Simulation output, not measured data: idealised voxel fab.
Herein follows the process module entitled voxel self aligned vias.
Displayed cross-section: cut, width of 210 nm, square cells sized 5 nm.
Notation: cross-section as square-cell grid; stated in bands, top first, going down; one or more cell rows per band.
The band entry comprises the height of the band's top followed by the height of its bottom, expressed in nm, and subsequently the band's materials from left to right, each stated together with its width in nm. Where a single material is marked with the word "edge to edge", that material fills the band from edge to edge. The word "blank" represents empty space.
Counting heights begins at 0, where everything beneath is, in the wafer as received, one material. The lowest band has no bottom; it goes on downwards, as "0 nm and below" shows.
Note: "30..40" means the width goes from the first number (top row of the band) to the second number (bottom row) in equal steps per row of cells.
Step note "no change" = no cross-section cell changed.
Heads up: "Trapped void list" only lists the empty pockets with no open path to the top that are 8 cells or more, and it writes them as width x height at distance, distance from the left edge, in nm.
Anything after a step's settings on that line? It's the simulator's own note about the step.
Regarding "overlay nm": on a step with a mask, it is the distance the mask lay to the right of its planned place; a negative value places it to the left.

[Here's what the planned process steps look like]
1. RECEIVE: material Si
2. CONFORMAL_DEP: material SiO2, thk nm 15
3. CONFORMAL_DEP: material SiCN, thk nm 5
4. DIRECTIONAL_DEP: material lowk, thk nm 25
5. DIRECTIONAL_DEP: material aC, thk nm 15
6. PATTERN: tone open, mask id LINES, material resist, width nm 20, pitch nm 50, thk nm 35, overlay nm 0
7. DIRECTIONAL_ETCH: etch materials aC, depth nm 15
8. STRIP: etch materials resist
9. DIRECTIONAL_ETCH: etch materials lowk, depth nm 25
10. STRIP: etch materials aC
11. CONFORMAL_DEP: material TiN, thk nm 5
12. FILL_DEP: material W, thk nm 5
13. CMP: height nm 45
14. SELECTIVE_ETCH: etch materials W Ru TiN, depth nm 5
15. FILL_DEP: material SiN, thk nm 10
16. CMP: height nm 45
17. DIRECTIONAL_DEP: material lowk, thk nm 20
18. PATTERN: tone open, mask id VIAS, material resist, width nm 30, thk nm 15, overlay nm 0
19. DIRECTIONAL_ETCH: etch materials lowk, depth nm 20
20. DIRECTIONAL_ETCH: etch materials SiN, depth nm 5
21. STRIP: etch materials resist
22. CONFORMAL_DEP: material TiN, thk nm 5
23. FILL_DEP: material Ru, thk nm 10
24. CMP: height nm 65
25. CONFORMAL_DEP: material SiCN, thk nm 5

[The first of a set of two wafers, run to plan]

[Cross-section: wafer on arrival = after step 1]
0 nm and below  Si edge to edge
Trapped void list: none

[The wafer, seen in cross-section, after step 2]
15 nm to 0 nm  SiO2 edge to edge
Below 0, no change.

[The wafer, seen in cross-section, after step 3]
20 nm to 15 nm  SiCN edge to edge
Below 15, no change.

[The wafer, seen in cross-section, after step 4]
45 nm to 20 nm  lowk edge to edge
Below 20, no change.

[The wafer, seen in cross-section, after step 5]
60 nm to 45 nm  aC edge to edge
Below 45, no change.

[The wafer, seen in cross-section, after step 6]
95 nm to 60 nm  resist: 70 | blank: 20 | resist: 30 | blank: 20 | resist: 70
Below 60, no change.

[The wafer, seen in cross-section, after step 7]
80 nm to 60 nm  resist: 70 | blank: 20 | resist: 30 | blank: 20 | resist: 70
60 nm to 45 nm  aC: 70 | blank: 20 | aC: 30 | blank: 20 | aC: 70
Below 45, no change.

[The wafer, seen in cross-section, after step 8]
60 nm to 45 nm  aC: 70 | blank: 20 | aC: 30 | blank: 20 | aC: 70
Below 45, no change.

[The wafer, seen in cross-section, after step 9]
60 nm to 45 nm  aC: 70 | blank: 20 | aC: 30 | blank: 20 | aC: 70
45 nm to 20 nm  lowk: 70 | blank: 20 | lowk: 30 | blank: 20 | lowk: 70
Below 20, no change.

[The wafer, seen in cross-section, after step 10]
45 nm to 20 nm  lowk: 70 | blank: 20 | lowk: 30 | blank: 20 | lowk: 70
Below 20, no change.

[The wafer, seen in cross-section, after step 11]
50 nm to 45 nm  TiN: 75 | blank: 10 | TiN: 40 | blank: 10 | TiN: 75
45 nm to 25 nm  lowk: 70 | TiN: 5 | blank: 10 | TiN: 5 | lowk: 30 | TiN: 5 | blank: 10 | TiN: 5 | lowk: 70
25 nm to 20 nm  lowk: 70 | TiN: 20 | lowk: 30 | TiN: 20 | lowk: 70
Below 20, no change.

[The wafer, seen in cross-section, after step 12]
55 nm to 50 nm  W edge to edge
50 nm to 45 nm  TiN: 75 | W: 10 | TiN: 40 | W: 10 | TiN: 75
45 nm to 25 nm  lowk: 70 | TiN: 5 | W: 10 | TiN: 5 | lowk: 30 | TiN: 5 | W: 10 | TiN: 5 | lowk: 70
Below 25, no change.

[The wafer, seen in cross-section, after step 13]
45 nm to 25 nm  lowk: 70 | TiN: 5 | W: 10 | TiN: 5 | lowk: 30 | TiN: 5 | W: 10 | TiN: 5 | lowk: 70
Below 25, no change.

[The wafer, seen in cross-section, after step 14]
45 nm to 40 nm  lowk: 70 | blank: 20 | lowk: 30 | blank: 20 | lowk: 70
Below 40, no change.

[The wafer, seen in cross-section, after step 15]
55 nm to 45 nm  SiN edge to edge
45 nm to 40 nm  lowk: 70 | SiN: 20 | lowk: 30 | SiN: 20 | lowk: 70
Below 40, no change.

[The wafer, seen in cross-section, after step 16]
45 nm to 40 nm  lowk: 70 | SiN: 20 | lowk: 30 | SiN: 20 | lowk: 70
Below 40, no change.

[The wafer, seen in cross-section, after step 17]
65 nm to 45 nm  lowk edge to edge
Below 45, no change.

[The wafer, seen in cross-section, after step 18]
80 nm to 65 nm  resist: 65 | blank: 30 | resist: 115
Below 65, no change.

[The wafer, seen in cross-section, after step 19]
80 nm to 65 nm  resist: 65 | blank: 30 | resist: 115
65 nm to 45 nm  lowk: 65 | blank: 30 | lowk: 115
Below 45, no change.

[The wafer, seen in cross-section, after step 20]
80 nm to 65 nm  resist: 65 | blank: 30 | resist: 115
65 nm to 45 nm  lowk: 65 | blank: 30 | lowk: 115
45 nm to 40 nm  lowk: 70 | blank: 20 | lowk: 30 | SiN: 20 | lowk: 70
Below 40, no change.

[The wafer, seen in cross-section, after step 21]
65 nm to 45 nm  lowk: 65 | blank: 30 | lowk: 115
Below 45, no change.

[The wafer, seen in cross-section, after step 22]
70 nm to 65 nm  TiN: 70 | blank: 20 | TiN: 120
65 nm to 50 nm  lowk: 65 | TiN: 5 | blank: 20 | TiN: 5 | lowk: 115
50 nm to 45 nm  lowk: 65 | TiN: 10 | blank: 10 | TiN: 10 | lowk: 115
45 nm to 40 nm  lowk: 70 | TiN: 20 | lowk: 30 | SiN: 20 | lowk: 70
Below 40, no change.

[The wafer, seen in cross-section, after step 23]
80 nm to 70 nm  Ru edge to edge
70 nm to 65 nm  TiN: 70 | Ru: 20 | TiN: 120
65 nm to 50 nm  lowk: 65 | TiN: 5 | Ru: 20 | TiN: 5 | lowk: 115
50 nm to 45 nm  lowk: 65 | TiN: 10 | Ru: 10 | TiN: 10 | lowk: 115
Below 45, no change.

[The wafer, seen in cross-section, after step 24]
65 nm to 50 nm  lowk: 65 | TiN: 5 | Ru: 20 | TiN: 5 | lowk: 115
Below 50, no change.

[The wafer, seen in cross-section, after step 25]
70 nm to 65 nm  SiCN edge to edge
Below 65, no change.

[The second wafer began exactly as the first did and followed the same plan, but one mistake was made while running it; through step 17 inclusive, the two wafers are identical]

[Cross-section of the second wafer at the time by which step 18 should have been completed according to the plan]
80 nm to 65 nm  resist: 60 | blank: 30 | resist: 120
Below 65, no change.

[Cross-section of the second wafer at the time by which step 19 should have been completed according to the plan]
80 nm to 65 nm  resist: 60 | blank: 30 | resist: 120
65 nm to 45 nm  lowk: 60 | blank: 30 | lowk: 120
Below 45, no change.

[Cross-section of the second wafer at the time by which step 20 should have been completed according to the plan]
80 nm to 65 nm  resist: 60 | blank: 30 | resist: 120
65 nm to 45 nm  lowk: 60 | blank: 30 | lowk: 120
45 nm to 40 nm  lowk: 70 | blank: 20 | lowk: 30 | SiN: 20 | lowk: 70
Below 40, no change.

[Cross-section of the second wafer at the time by which step 21 should have been completed according to the plan]
65 nm to 45 nm  lowk: 60 | blank: 30 | lowk: 120
Below 45, no change.

[Cross-section of the second wafer at the time by which step 22 should have been completed according to the plan]
70 nm to 65 nm  TiN: 65 | blank: 20 | TiN: 125
65 nm to 50 nm  lowk: 60 | TiN: 5 | blank: 20 | TiN: 5 | lowk: 120
50 nm to 45 nm  lowk: 60 | TiN: 15 | blank: 10 | TiN: 5 | lowk: 120
45 nm to 40 nm  lowk: 70 | TiN: 20 | lowk: 30 | SiN: 20 | lowk: 70
Below 40, no change.

[Cross-section of the second wafer at the time by which step 23 should have been completed according to the plan]
80 nm to 70 nm  Ru edge to edge
70 nm to 65 nm  TiN: 65 | Ru: 20 | TiN: 125
65 nm to 50 nm  lowk: 60 | TiN: 5 | Ru: 20 | TiN: 5 | lowk: 120
50 nm to 45 nm  lowk: 60 | TiN: 15 | Ru: 10 | TiN: 5 | lowk: 120
Below 45, no change.

[Cross-section of the second wafer at the time by which step 24 should have been completed according to the plan]
65 nm to 50 nm  lowk: 60 | TiN: 5 | Ru: 20 | TiN: 5 | lowk: 120
Below 50, no change.

[Cross-section of the second wafer at the time by which step 25 should have been completed according to the plan]
70 nm to 65 nm  SiCN edge to edge
Below 65, no change.
Finding, execution versus plan: step 18 did not use the planned setting and instead ran as PATTERN: tone open, mask id VIAS, material resist, width nm 30, thk nm 15, overlay nm -5
Final wafers compared: equal cell tally per material, rearranged layout.
